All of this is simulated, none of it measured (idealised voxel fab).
process module | voxel lift off
cross-section cut | 295 nm wide | cells 5 nm
A cross-section is a grid of square cells, given in bands from the top down. A band is one or more rows of cells.
Each band's line starts with the height of the band's top and of its bottom, in nm. Then come its materials from left to right, each with its width in nm. One material with "throughout" fills the band from edge to edge. "air" is empty space.
Height 0 is the level under which the wafer as received is all one material. The lowest band goes on downwards, as in "0 down".
A width such as "30 to 40" changes by the same amount from each row of cells to the next, from the band's top row to its bottom row.
"no change" after a step means that no cell of the cross-section changed.
closed voids: empty space of 8 cells or more with no open way to the top, each as width x height at its distance from the left edge, in nm
after a step's settings: what the simulator itself notes on the step
overlay nm, on a step with a mask: how far to the right of its planned place the mask lay; to the left if negative
plan
1 op RECEIVE | material Si
2 op CONFORMAL_DEP | material SiO2 | thk nm 5
3 op PATTERN | tone open | mask id LINES | material resist | width nm 20 | pitch nm 40 | thk nm 30 | overlay nm 0
4 op DIRECTIONAL_DEP | material Ru | thk nm 15
5 op STRIP | etch materials resist
6 op CONFORMAL_DEP | material SiN | thk nm 5
as received, after step 1
  0 down: Si throughout
  closed voids: none
a wafer at the end: this start, this plan, one mistake
  25 to 20: air 110 | SiN 30 | air 10 | SiN 30 | air 115
  20 to 10: air 110 | SiN 5 | Ru 20 | SiN 5 | air 10 | SiN 5 | Ru 20 | SiN 5 | air 115
  10 to 5: SiN 115 | Ru 20 | SiN 20 | Ru 20 | SiN 120
  5 to 0: SiN throughout
  0 down: Si throughout
  closed voids: none
what went wrong: step 2 ran as: op CONFORMAL_DEP | material SiN | thk nm 5
